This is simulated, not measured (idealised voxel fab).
Name of the process module below: voxel local oxidation
Section cut is 255 nm wide and gridded with 5 nm square cells.
When this document writes out a cross-section, it uses a grid of square cells and lists it as bands, beginning at the top and moving down, with a band standing for one or more rows of cells. The entry gives the band's vertical extent as a top height and a bottom height in nm, then its horizontal make-up as materials from left to right, each with a width in nm. "empty" stands for empty space; a single material marked "everywhere" fills the band edge to edge. Zero point of the height axis is 0; under it, received wafer = one material. Lowest band: continues down indefinitely, "0..down". When a width is written as two numbers, as in "30->40", the first number is the width in the top row of cells of the band and the second is the width in its bottom row, and the width changes by the same amount from each row to the next. The designation "no modifications", where it is given for a processing step, indicates that no cell of the cross-section was altered in the course of that step. Entry "Enclosed void inventory". Content: empty spaces with no open connection to the top, size 8 cells or greater. Each: width x height at distance. Distance: from left edge. Unit: nm. That trailing text on a step's line, after the settings, is the simulator's own remark on the step. The optional step-line setting "overlay nm" applies to steps with a mask and quantifies how far to the right of its planned location the mask lay, a negative value indicating leftward placement.
Set out below are the planned steps of the process:
| 1 | op RECEIVE | material Si |
| 2 | op CONFORMAL_DEP | material SiO2 | thk nm 5 |
| 3 | op CONFORMAL_DEP | material SiN | thk nm 10 |
| 4 | op PATTERN | tone cover | mask id ACTIVE | material resist | width nm 95 | pitch nm 120 | thk nm 20 | overlay nm 0 |
| 5 | op DIRECTIONAL_ETCH | etch materials SiN | depth nm 10 |
| 6 | op STRIP | etch materials resist |
| 7 | op SELECTIVE_ETCH | etch materials SiO2 | depth nm 5 |
| 8 | op OXIDIZE | depth nm 10 |
| 9 | op STRIP | etch materials SiN |
Cross-section, incoming material, after step 1:
> 0..down  Si everywhere
> Enclosed void inventory: none
One mistake in running the module, otherwise start and plan as above: cross-section at the end:
> 5..0  30 empty, 85 SiO2, 35 empty, 85 SiO2, 20 empty
> 0..-10  40 SiO2, 65 Si, 55 SiO2, 65 Si, 30 SiO2
> -10..down  Si everywhere
> Enclosed void inventory: none
The mistake made against the process plan was this: step 4 ran differently from the plan; actual operation with settings: op PATTERN | tone cover | mask id ACTIVE | material resist | width nm 95 | pitch nm 120 | thk nm 20 | overlay nm 5
